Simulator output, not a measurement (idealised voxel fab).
Proc. module: voxel fin reveal
The width of the displayed cross-section, cut, is 150 nm; its cells are square, with a size of 5 nm.
How to read a cross-section here: the picture is a grid of square cells, written as bands going from the top down, and any band can span one or more rows of cells.
The band entry comprises the height of the band's top followed by the height of its bottom, expressed in nm, and subsequently the band's materials from left to right, each stated together with its width in nm. Where a single material is marked with the word "full width", that material fills the band from edge to edge. The word "blank" represents empty space.
Height is counted from the level 0, under which the received wafer is composed throughout of one material. The lowest of the bands is not closed at the bottom but continues downward, in the notation "z 0 and below".
The expression "30->40" gives the width at the extremes of the band, the first number at its top row of cells and the second at its bottom row, with the width changing by equal amounts from each row to the next in between.
No cell of the cross-section changed in a step that is given as "no modifications".
Trapped void list: empty space of 8 cells or more with no open way to the top, each as width x height at its distance from the left edge, in nm
Note: text after step settings on the step line = simulator remark on that step.
When a step includes a mask, the "overlay nm" setting on its line states how far to the right of its planned place that mask lay, and negative values state how far to the left.

Planned process steps
| 1 | RECEIVE | material Si |
| 2 | CONFORMAL_DEP | material SiN | thk nm 10 |
| 3 | MASKED_ETCH | tone cover | mask id FINS | width nm 15 | pitch nm 45 | etch materials SiN | depth nm 10 | overlay nm 0 |
| 4 | MASKED_ETCH | tone cover | mask id FINS | width nm 15 | pitch nm 45 | etch materials Si | depth nm 30 | overlay nm 0 |
| 5 | OXIDIZE | depth nm 5 |
| 6 | FILL_DEP | material SiO2 | thk nm 5 |
| 7 | CMP | height nm 10 |
| 8 | SELECTIVE_ETCH | etch materials SiO2 | depth nm 30 |
| 9 | STRIP | etch materials SiN |

Received-state cross-section, reflecting completion of step 1
	z 0 and below  Si full width
	Trapped void list: none

The first of the two wafers as seen in cross-section once the module was finished; processing followed the plan
	z 0 to -20  blank: 50  Si: 5  blank: 40  Si: 5  blank: 50
	z -20 to -35  SiO2: 50  Si: 5  SiO2: 40  Si: 5  SiO2: 50
	z -35 and below  Si full width
	Trapped void list: none

second wafer at the end: like start, like plan, one mistake
	z 0 to -5  blank: 60  Si: 5  blank: 40  Si: 5  blank: 40
	z -5 to -20  blank: 50  Si: 15  blank: 30  Si: 15  blank: 40
	z -20 to -35  SiO2: 50  Si: 15  SiO2: 30  Si: 15  SiO2: 40
	z -35 and below  Si full width
	Trapped void list: none
Misprocessing identified: in deviation from the planned setting, step 3 was conducted as MASKED_ETCH | tone cover | mask id FINS | width nm 15 | pitch nm 45 | etch materials SiN | depth nm 10 | overlay nm 10
In the final state, the cell counts of the second wafer exceed or fall short of those of the first for the following materials: +24 Si | -12 SiO2
